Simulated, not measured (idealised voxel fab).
This section sets out a process module, namely voxel self aligned contacts.
The cross-section on display is named cut; it measures 170 nm wide, and its cells are 5 nm squares.
A cross-section in this document is a grid of square cells, and it is written down as bands, the top band listed before the ones below it; a band is made up of one or more rows of cells.
Within each band entry, the heights of the top and of the bottom of the band appear first, in that order and in nm; the materials of the band then follow from left to right, each with its corresponding width in nm. The designation "everywhere" on a single material indicates that it fills the band from edge to edge; the designation "blank" indicates empty space.
For the purposes of this specification, 0 denotes the height below which the wafer in its as-received condition is composed wholly of one material, and the lowermost band, lacking a lower limit, extends downward without end, as expressed in "0 and below".
A two-number width, for instance "30..40", indicates that the width is equal to the first number in the top row of the band and to the second number in the bottom row, and that it changes by a constant amount per row of cells.
Reading "no modifications" for a step: not a cell of the cross-section changed in it.
Listed in "Enclosed internal voids": every empty space of 8 or more cells without an open way to the top. Form: width x height at distance, the distance being from the left edge, all in nm.
Whatever follows a step's settings on its line is a remark the simulator itself makes about that step.
A step's line can hold "overlay nm"; with a mask on that step, the setting says how far right of the planned place the mask lay, while a negative setting says it lay to the left.

List of planned process steps:
| 1 | RECEIVE,material Si |
| 2 | CONFORMAL_DEP,material SiO2,thk nm 5 |
| 3 | DIRECTIONAL_DEP,material polySi,thk nm 30 |
| 4 | DIRECTIONAL_DEP,material SiN,thk nm 20 |
| 5 | DIRECTIONAL_DEP,material aC,thk nm 10 |
| 6 | PATTERN,tone cover,mask id GATE,material resist,width nm 30,pitch nm 60,thk nm 25,overlay nm 0 |
| 7 | DIRECTIONAL_ETCH,etch materials aC,depth nm 10 |
| 8 | STRIP,etch materials resist |
| 9 | DIRECTIONAL_ETCH,etch materials SiN,depth nm 20 |
| 10 | DIRECTIONAL_ETCH,etch materials polySi,depth nm 30 |
| 11 | STRIP,etch materials aC |
| 12 | CONFORMAL_DEP,material SiN,thk nm 5 |
| 13 | DIRECTIONAL_ETCH,etch materials SiN,depth nm 5 |
| 14 | FILL_DEP,material SiO2,thk nm 10 |
| 15 | CMP,height nm 60 |
| 16 | PATTERN,tone open,mask id CONTACT,material resist,width nm 40,thk nm 15,overlay nm 0 |
| 17 | DIRECTIONAL_ETCH,etch materials SiO2,depth nm 60 |
| 18 | STRIP,etch materials resist |
| 19 | CONFORMAL_DEP,material TiN,thk nm 5 |
| 20 | FILL_DEP,material W,thk nm 5 |
| 21 | CMP,height nm 60 |
| 22 | CONFORMAL_DEP,material SiN,thk nm 5 |

As received (post step 1): cross-section:
	0 and below  Si everywhere
	Enclosed internal voids: none

Wafer cross-section at module end: first of two, run to plan:
	65 down to 60  SiN everywhere
	60 down to 55  SiO2=65 / TiN=15 / W=10 / TiN=15 / SiO2=65
	55 down to 35  SiO2=35 / SiN=40 / TiN=5 / W=10 / TiN=5 / SiN=40 / SiO2=35
	35 down to 5  SiO2=35 / SiN=5 / polySi=30 / SiN=5 / TiN=5 / W=10 / TiN=5 / SiN=5 / polySi=30 / SiN=5 / SiO2=35
	5 down to 0  SiO2=75 / TiN=20 / SiO2=75
	0 and below  Si everywhere
	Enclosed internal voids: none

Here's the second of our two wafers sectioned at module end. Same start as the first, same plan, but one mistake got made running it:
	65 down to 60  SiN everywhere
	60 down to 50  SiO2=65 / TiN=5..10 / W=30..20 / TiN=5..10 / SiO2=65
	50 down to 35  SiO2=40 / SiN=30 / TiN=5 / W=20 / TiN=5 / SiN=30 / SiO2=40
	35 down to 5  SiO2=40 / polySi=30 / TiN=5 / W=20 / TiN=5 / polySi=30 / SiO2=40
	5 down to 0  SiO2=70 / TiN=30 / SiO2=70
	0 and below  Si everywhere
	Enclosed internal voids: none
What was done differently from what was planned? step 12 was left out
At the finish, the second wafer shows more or fewer cells for some materials than the first does: SiN -52; SiO2 +28; W +24
